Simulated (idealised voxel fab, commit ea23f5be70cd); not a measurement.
This section sets out a process module, namely voxel gate over fins.
Displayed cross-section: cut, width of 155 nm, square cells sized 5 nm.
If you're reading a cross-section in this doc, picture square cells in a grid; it comes to you as bands, top ones listed first down to the bottom, and a band can be one or more rows of cells. Band entry format. Leading values: height of top, height of bottom, nm. Remainder: materials in left-to-right order, each with its width in nm. Special words: "full width" on a single material, which then fills the band edge to edge; "empty", empty space. Below 0: as-received wafer, all one material; heights counted from there. Lowest band: no bottom, goes on down, written "from 0 down". A width such as "30..40" changes by the same amount from each row of cells to the next, from the band's top row to its bottom row. The designation "no change", where it is given for a processing step, indicates that no cell of the cross-section was altered in the course of that step. Empty spaces without an open route to the top, at least 8 cells in extent, make up the entry "Enclosed void inventory"; each is given as width x height at distance, where the distance is measured from the left edge, and all are in nm. It should be noted that, on the line of a given step, the content following the step's settings is a remark produced by the simulator itself with respect to that step. overlay nm: how far to the right of its planned place the mask lay on this masked step (negative: to the left).

**So here's the lineup of process steps we planned**
1) RECEIVE: material Si
2) CONFORMAL_DEP: material SiN, thk nm 10
3) MASKED_ETCH: tone cover, mask id FINS, width nm 15, pitch nm 55, etch materials SiN, depth nm 10, overlay nm 0
4) MASKED_ETCH: tone cover, mask id FINS, width nm 15, pitch nm 55, etch materials Si, depth nm 35, overlay nm 0
5) FILL_DEP: material SiO2, thk nm 15
6) CMP: height nm 10
7) DIRECTIONAL_DEP: material aC, thk nm 10
8) PATTERN: tone open, mask id RAIL, material resist, width nm 15, thk nm 25, overlay nm 0
9) DIRECTIONAL_ETCH: etch materials aC, depth nm 10
10) STRIP: etch materials resist
11) DIRECTIONAL_ETCH: etch materials SiO2, depth nm 40
12) STRIP: etch materials aC
13) CONFORMAL_DEP: material TiN, thk nm 5
14) FILL_DEP: material Ru, thk nm 10
15) CMP: height nm 10
16) SELECTIVE_ETCH: etch materials W Ru TiN, depth nm 30
17) FILL_DEP: material SiO2, thk nm 5
18) CMP: height nm 10
19) SELECTIVE_ETCH: etch materials SiO2, depth nm 25
20) STRIP: etch materials SiN
21) CONFORMAL_DEP: material HfO2, thk nm 5
22) CONFORMAL_DEP: material TiN, thk nm 5
23) CONFORMAL_DEP: material TiAl, thk nm 5
24) CONFORMAL_DEP: material TiN, thk nm 5
25) FILL_DEP: material W, thk nm 10
26) CMP: height nm 25
27) CONFORMAL_DEP: material SiCN, thk nm 10

**Cross-section of the wafer as it came to us, i.e., already through step 1**
  from 0 down: Si full width
  Enclosed void inventory: none

**Here's the wafer cut in cross-section after the module, started and planned just like above, except one thing was done wrong in the run**
  from 35 to 25: SiCN full width
  from 25 to 20: aC full width
  from 20 to 15: TiN full width
  from 15 to 10: 45 TiAl, then 10 TiN, then 45 TiAl, then 10 TiN, then 45 TiAl
  from 10 to 5: 5 TiAl, then 35 TiN, then 5 TiAl, then 10 TiN, then 5 TiAl, then 35 TiN, then 5 TiAl, then 10 TiN, then 5 TiAl, then 35 TiN, then 5 TiAl
  from 5 to 0: 5 TiAl, then 5 TiN, then 25 HfO2, then 5 TiN, then 5 TiAl, then 10 TiN, then 5 TiAl, then 5 TiN, then 25 HfO2, then 5 TiN, then 5 TiAl, then 10 TiN, then 5 TiAl, then 5 TiN, then 25 HfO2, then 5 TiN, then 5 TiAl
  from 0 to -5: 5 TiAl, then 5 TiN, then 5 HfO2, then 15 Si, then 5 HfO2, then 5 TiN, then 20 TiAl, then 5 TiN, then 5 HfO2, then 15 Si, then 5 HfO2, then 5 TiN, then 20 TiAl, then 5 TiN, then 5 HfO2, then 15 Si, then 5 HfO2, then 5 TiN, then 5 TiAl
  from -5 to -10: 10 TiN, then 5 HfO2, then 15 Si, then 5 HfO2, then 30 TiN, then 5 HfO2, then 15 Si, then 5 HfO2, then 30 TiN, then 5 HfO2, then 15 Si, then 5 HfO2, then 10 TiN
  from -10 to -15: 15 HfO2, then 15 Si, then 40 HfO2, then 15 Si, then 40 HfO2, then 15 Si, then 15 HfO2
  from -15 to -20: 15 SiO2, then 15 Si, then 40 SiO2, then 15 Si, then 40 SiO2, then 15 Si, then 15 SiO2
  from -20 to -25: 15 SiO2, then 15 Si, then 10 SiO2, then 5 TiN, then 5 Ru, then 5 TiN, then 15 SiO2, then 15 Si, then 40 SiO2, then 15 Si, then 15 SiO2
  from -25 to -30: 15 SiO2, then 15 Si, then 10 SiO2, then 15 TiN, then 15 SiO2, then 15 Si, then 40 SiO2, then 15 Si, then 15 SiO2
  from -30 to -35: 15 SiO2, then 15 Si, then 40 SiO2, then 15 Si, then 40 SiO2, then 15 Si, then 15 SiO2
  from -35 down: Si full width
  Enclosed void inventory: none
Which mistake was made when the wafer was run? not per plan at step 25, really ran FILL_DEP: material aC, thk nm 10
